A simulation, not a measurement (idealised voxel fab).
process module | voxel transistor to metal
cross-section cut | 195 nm wide | cells 5 nm
A cross-section is a grid of square cells, given in bands from the top down. A band is one or more rows of cells.
Each band's line starts with the height of the band's top and of its bottom, in nm. Then come its materials from left to right, each with its width in nm. One material with "throughout" fills the band from edge to edge. "air" is empty space.
Height 0 is the level under which the wafer as received is all one material. The lowest band goes on downwards, as in "0 down".
A width such as "30 to 40" changes by the same amount from each row of cells to the next, from the band's top row to its bottom row.
"no change" after a step means that no cell of the cross-section changed.
closed voids: empty space of 8 cells or more with no open way to the top, each as width x height at its distance from the left edge, in nm
after a step's settings: what the simulator itself notes on the step
overlay nm, on a step with a mask: how far to the right of its planned place the mask lay; to the left if negative
plan
1 op RECEIVE | material Si
2 op OXIDIZE | depth nm 5
3 op CONFORMAL_DEP | material SiN | thk nm 10
4 op MASKED_ETCH | tone cover | mask id ACTIVE | width nm 115 | etch materials SiN | depth nm 10 | overlay nm 0
5 op MASKED_ETCH | tone cover | mask id ACTIVE | width nm 115 | etch materials SiO2 | depth nm 5 | overlay nm 0
6 op MASKED_ETCH | tone cover | mask id ACTIVE | width nm 115 | etch materials Si | depth nm 35 | overlay nm 0
7 op FILL_DEP | material SiO2 | thk nm 10
8 op CMP | height nm 10
9 op SELECTIVE_ETCH | etch materials SiO2 | depth nm 10
10 op STRIP | etch materials SiN
11 op SELECTIVE_ETCH | etch materials SiO2 | depth nm 5
12 op OXIDIZE | depth nm 5
13 op DIRECTIONAL_DEP | material polySi | thk nm 30
14 op DIRECTIONAL_DEP | material SiCN | thk nm 15
15 op DIRECTIONAL_DEP | material aC | thk nm 10
16 op PATTERN | tone cover | mask id GATE | material resist | width nm 25 | thk nm 30 | overlay nm 0
17 op DIRECTIONAL_ETCH | etch materials aC | depth nm 10
18 op STRIP | etch materials resist
19 op DIRECTIONAL_ETCH | etch materials SiCN | depth nm 25
20 op DIRECTIONAL_ETCH | etch materials polySi | depth nm 40
21 op STRIP | etch materials aC
22 op CONFORMAL_DEP | material SiO2 | thk nm 5
23 op DIRECTIONAL_ETCH | etch materials SiO2 | depth nm 5
24 op CONFORMAL_DEP | material SiN | thk nm 5
25 op DIRECTIONAL_ETCH | etch materials SiN | depth nm 5
26 op DIRECTIONAL_ETCH | etch materials SiO2 | depth nm 5
27 op EPI | material nSi | thk nm 5
28 op FILL_DEP | material SiO2 | thk nm 10
29 op CMP | height nm 40
30 op DIRECTIONAL_DEP | material SiO2 | thk nm 10
31 op PATTERN | tone open | mask id CONTACT | material resist | width nm 15 | pitch nm 80 | thk nm 15 | overlay nm 0
32 op DIRECTIONAL_ETCH | etch materials SiO2 | depth nm 55
33 op STRIP | etch materials resist
34 op CONFORMAL_DEP | material TiN | thk nm 5
35 op FILL_DEP | material Ru | thk nm 10
36 op CMP | height nm 50
37 op CONFORMAL_DEP | material SiN | thk nm 5
38 op DIRECTIONAL_DEP | material SiO2 | thk nm 20
39 op DIRECTIONAL_DEP | material aC | thk nm 15
40 op PATTERN | tone open | mask id METAL_1 | material resist | width nm 15 | pitch nm 80 | thk nm 35 | overlay nm 0
41 op DIRECTIONAL_ETCH | etch materials aC | depth nm 15
42 op STRIP | etch materials resist
43 op DIRECTIONAL_ETCH | etch materials SiO2 | depth nm 20
44 op DIRECTIONAL_ETCH | etch materials SiN | depth nm 5
45 op STRIP | etch materials aC
46 op CONFORMAL_DEP | material TiN | thk nm 5
47 op FILL_DEP | material Cu | thk nm 10
48 op CMP | height nm 75
49 op CONFORMAL_DEP | material SiCN | thk nm 5
first wafer, as planned
as received, after step 1
  0 down: Si throughout
  closed voids: none
after step 2
  0 to -5: SiO2 throughout
  below -5: unchanged
after step 3
  10 to 0: SiN throughout
  below 0: unchanged
after step 4
  10 to 0: air 40 | SiN 115 | air 40
  below 0: unchanged
after step 5
  10 to 0: air 40 | SiN 115 | air 40
  0 to -5: air 40 | SiO2 115 | air 40
  below -5: unchanged
after step 6
  10 to 0: air 40 | SiN 115 | air 40
  0 to -5: air 40 | SiO2 115 | air 40
  -5 to -40: air 40 | Si 115 | air 40
  below -40: unchanged
after step 7
  20 to 10: SiO2 throughout
  10 to 0: SiO2 40 | SiN 115 | SiO2 40
  0 to -5: SiO2 throughout
  -5 to -40: SiO2 40 | Si 115 | SiO2 40
  below -40: unchanged
after step 8
  10 to 0: SiO2 40 | SiN 115 | SiO2 40
  below 0: unchanged
after step 9
  10 to 0: air 40 | SiN 115 | air 40
  below 0: unchanged
after step 10
  0 to -5: SiO2 throughout
  below -5: unchanged
after step 11
  -5 to -40: SiO2 40 | Si 115 | SiO2 40
  below -40: unchanged
after step 12
  -5 to -10: SiO2 throughout
  below -10: unchanged
after step 13
  25 to -5: polySi throughout
  below -5: unchanged
after step 14
  40 to 25: SiCN throughout
  below 25: unchanged
after step 15
  50 to 40: aC throughout
  below 40: unchanged
after step 16
  80 to 50: air 85 | resist 25 | air 85
  below 50: unchanged
after step 17
  70 to 50: air 85 | resist 25 | air 85
  50 to 40: air 85 | aC 25 | air 85
  below 40: unchanged
after step 18
  50 to 40: air 85 | aC 25 | air 85
  below 40: unchanged
after step 19
  50 to 40: air 85 | aC 25 | air 85
  40 to 25: air 85 | SiCN 25 | air 85
  below 25: unchanged
after step 20
  50 to 40: air 85 | aC 25 | air 85
  40 to 25: air 85 | SiCN 25 | air 85
  25 to -5: air 85 | polySi 25 | air 85
  below -5: unchanged
after step 21
  40 to 25: air 85 | SiCN 25 | air 85
  below 25: unchanged
after step 22
  45 to 40: air 80 | SiO2 35 | air 80
  40 to 25: air 80 | SiO2 5 | SiCN 25 | SiO2 5 | air 80
  25 to 0: air 80 | SiO2 5 | polySi 25 | SiO2 5 | air 80
  0 to -5: SiO2 85 | polySi 25 | SiO2 85
  below -5: unchanged
after step 23
  40 to 25: air 80 | SiO2 5 | SiCN 25 | SiO2 5 | air 80
  25 to -5: air 80 | SiO2 5 | polySi 25 | SiO2 5 | air 80
  below -5: unchanged
after step 24
  45 to 40: air 75 | SiN 45 | air 75
  40 to 25: air 75 | SiN 5 | SiO2 5 | SiCN 25 | SiO2 5 | SiN 5 | air 75
  25 to 0: air 75 | SiN 5 | SiO2 5 | polySi 25 | SiO2 5 | SiN 5 | air 75
  0 to -5: SiN 80 | SiO2 5 | polySi 25 | SiO2 5 | SiN 80
  below -5: unchanged
after step 25
  40 to 25: air 75 | SiN 5 | SiO2 5 | SiCN 25 | SiO2 5 | SiN 5 | air 75
  25 to -5: air 75 | SiN 5 | SiO2 5 | polySi 25 | SiO2 5 | SiN 5 | air 75
  below -5: unchanged
after step 26
  40 to 35: air 75 | SiN 5 | air 5 | SiCN 25 | air 5 | SiN 5 | air 75
  35 to 25: air 75 | SiN 5 | SiO2 5 | SiCN 25 | SiO2 5 | SiN 5 | air 75
  25 to -5: air 75 | SiN 5 | SiO2 5 | polySi 25 | SiO2 5 | SiN 5 | air 75
  -5 to -10: air 75 | SiO2 45 | air 75
  below -10: unchanged
after step 27
  40 to 35: air 75 | SiN 5 | air 5 | SiCN 25 | air 5 | SiN 5 | air 75
  35 to 25: air 75 | SiN 5 | SiO2 5 | SiCN 25 | SiO2 5 | SiN 5 | air 75
  25 to -5: air 75 | SiN 5 | SiO2 5 | polySi 25 | SiO2 5 | SiN 5 | air 75
  -5 to -10: air 35 | nSi 40 | SiO2 45 | nSi 40 | air 35
  below -10: unchanged
after step 28
  50 to 40: SiO2 throughout
  40 to 25: SiO2 75 | SiN 5 | SiO2 5 | SiCN 25 | SiO2 5 | SiN 5 | SiO2 75
  25 to -5: SiO2 75 | SiN 5 | SiO2 5 | polySi 25 | SiO2 5 | SiN 5 | SiO2 75
  -5 to -10: SiO2 35 | nSi 40 | SiO2 45 | nSi 40 | SiO2 35
  below -10: unchanged
after step 29
  40 to 25: SiO2 75 | SiN 5 | SiO2 5 | SiCN 25 | SiO2 5 | SiN 5 | SiO2 75
  below 25: unchanged
after step 30
  50 to 40: SiO2 throughout
  below 40: unchanged
after step 31
  65 to 50: resist 50 | air 15 | resist 65 | air 15 | resist 50
  below 50: unchanged
after step 32
  65 to 50: resist 50 | air 15 | resist 65 | air 15 | resist 50
  50 to 40: SiO2 50 | air 15 | SiO2 65 | air 15 | SiO2 50
  40 to 25: SiO2 50 | air 15 | SiO2 10 | SiN 5 | SiO2 5 | SiCN 25 | SiO2 5 | SiN 5 | SiO2 10 | air 15 | SiO2 50
  25 to -5: SiO2 50 | air 15 | SiO2 10 | SiN 5 | SiO2 5 | polySi 25 | SiO2 5 | SiN 5 | SiO2 10 | air 15 | SiO2 50
  below -5: unchanged
after step 33
  50 to 40: SiO2 50 | air 15 | SiO2 65 | air 15 | SiO2 50
  below 40: unchanged
after step 34
  55 to 50: TiN 55 | air 5 | TiN 75 | air 5 | TiN 55
  50 to 40: SiO2 50 | TiN 5 | air 5 | TiN 5 | SiO2 65 | TiN 5 | air 5 | TiN 5 | SiO2 50
  40 to 25: SiO2 50 | TiN 5 | air 5 | TiN 5 | SiO2 10 | SiN 5 | SiO2 5 | SiCN 25 | SiO2 5 | SiN 5 | SiO2 10 | TiN 5 | air 5 | TiN 5 | SiO2 50
  25 to 0: SiO2 50 | TiN 5 | air 5 | TiN 5 | SiO2 10 | SiN 5 | SiO2 5 | polySi 25 | SiO2 5 | SiN 5 | SiO2 10 | TiN 5 | air 5 | TiN 5 | SiO2 50
  0 to -5: SiO2 50 | TiN 15 | SiO2 10 | SiN 5 | SiO2 5 | polySi 25 | SiO2 5 | SiN 5 | SiO2 10 | TiN 15 | SiO2 50
  below -5: unchanged
after step 35
  65 to 55: Ru throughout
  55 to 50: TiN 55 | Ru 5 | TiN 75 | Ru 5 | TiN 55
  50 to 40: SiO2 50 | TiN 5 | Ru 5 | TiN 5 | SiO2 65 | TiN 5 | Ru 5 | TiN 5 | SiO2 50
  40 to 25: SiO2 50 | TiN 5 | Ru 5 | TiN 5 | SiO2 10 | SiN 5 | SiO2 5 | SiCN 25 | SiO2 5 | SiN 5 | SiO2 10 | TiN 5 | Ru 5 | TiN 5 | SiO2 50
  25 to 0: SiO2 50 | TiN 5 | Ru 5 | TiN 5 | SiO2 10 | SiN 5 | SiO2 5 | polySi 25 | SiO2 5 | SiN 5 | SiO2 10 | TiN 5 | Ru 5 | TiN 5 | SiO2 50
  below 0: unchanged
after step 36
  50 to 40: SiO2 50 | TiN 5 | Ru 5 | TiN 5 | SiO2 65 | TiN 5 | Ru 5 | TiN 5 | SiO2 50
  below 40: unchanged
after step 37
  55 to 50: SiN throughout
  below 50: unchanged
after step 38
  75 to 55: SiO2 throughout
  below 55: unchanged
after step 39
  90 to 75: aC throughout
  below 75: unchanged
after step 40
  125 to 90: resist 50 | air 15 | resist 65 | air 15 | resist 50
  below 90: unchanged
after step 41
  110 to 90: resist 50 | air 15 | resist 65 | air 15 | resist 50
  90 to 75: aC 50 | air 15 | aC 65 | air 15 | aC 50
  below 75: unchanged
after step 42
  90 to 75: aC 50 | air 15 | aC 65 | air 15 | aC 50
  below 75: unchanged
after step 43
  90 to 75: aC 50 | air 15 | aC 65 | air 15 | aC 50
  75 to 55: SiO2 50 | air 15 | SiO2 65 | air 15 | SiO2 50
  below 55: unchanged
after step 44
  90 to 75: aC 50 | air 15 | aC 65 | air 15 | aC 50
  75 to 55: SiO2 50 | air 15 | SiO2 65 | air 15 | SiO2 50
  55 to 50: SiN 50 | air 15 | SiN 65 | air 15 | SiN 50
  below 50: unchanged
after step 45
  75 to 55: SiO2 50 | air 15 | SiO2 65 | air 15 | SiO2 50
  below 55: unchanged
after step 46
  80 to 75: TiN 55 | air 5 | TiN 75 | air 5 | TiN 55
  75 to 55: SiO2 50 | TiN 5 | air 5 | TiN 5 | SiO2 65 | TiN 5 | air 5 | TiN 5 | SiO2 50
  55 to 50: SiN 50 | TiN 15 | SiN 65 | TiN 15 | SiN 50
  below 50: unchanged
after step 47
  90 to 80: Cu throughout
  80 to 75: TiN 55 | Cu 5 | TiN 75 | Cu 5 | TiN 55
  75 to 55: SiO2 50 | TiN 5 | Cu 5 | TiN 5 | SiO2 65 | TiN 5 | Cu 5 | TiN 5 | SiO2 50
  below 55: unchanged
after step 48
  75 to 55: SiO2 50 | TiN 5 | Cu 5 | TiN 5 | SiO2 65 | TiN 5 | Cu 5 | TiN 5 | SiO2 50
  below 55: unchanged
after step 49
  80 to 75: SiCN throughout
  below 75: unchanged
second wafer: like start, like plan, one mistake. Through step 36 it matches the first wafer
when step 37 should have ended
  70 to 50: SiO2 throughout
  below 50: unchanged
when step 38 should have ended
  75 to 70: SiN throughout
  below 70: unchanged
when step 39 should have ended
  90 to 75: aC throughout
  below 75: unchanged
when step 40 should have ended
  125 to 90: resist 50 | air 15 | resist 65 | air 15 | resist 50
  below 90: unchanged
when step 41 should have ended
  110 to 90: resist 50 | air 15 | resist 65 | air 15 | resist 50
  90 to 75: aC 50 | air 15 | aC 65 | air 15 | aC 50
  below 75: unchanged
when step 42 should have ended
  90 to 75: aC 50 | air 15 | aC 65 | air 15 | aC 50
  below 75: unchanged
when step 43 should have ended: no change
when step 44 should have ended
  90 to 75: aC 50 | air 15 | aC 65 | air 15 | aC 50
  75 to 70: SiN 50 | air 15 | SiN 65 | air 15 | SiN 50
  below 70: unchanged
when step 45 should have ended
  75 to 70: SiN 50 | air 15 | SiN 65 | air 15 | SiN 50
  below 70: unchanged
when step 46 should have ended
  80 to 75: TiN 55 | air 5 | TiN 75 | air 5 | TiN 55
  75 to 70: SiN 50 | TiN 15 | SiN 65 | TiN 15 | SiN 50
  below 70: unchanged
when step 47 should have ended
  90 to 80: Cu throughout
  80 to 75: TiN 55 | Cu 5 | TiN 75 | Cu 5 | TiN 55
  below 75: unchanged
when step 48 should have ended
  75 to 70: SiN 50 | TiN 15 | SiN 65 | TiN 15 | SiN 50
  below 70: unchanged
when step 49 should have ended
  80 to 75: SiCN throughout
  below 75: unchanged
what went wrong: steps 37 and 38 were swapped
at the end the second wafer has, in cells: 8 fewer of Cu | 24 more of SiO2 | 16 fewer of TiN
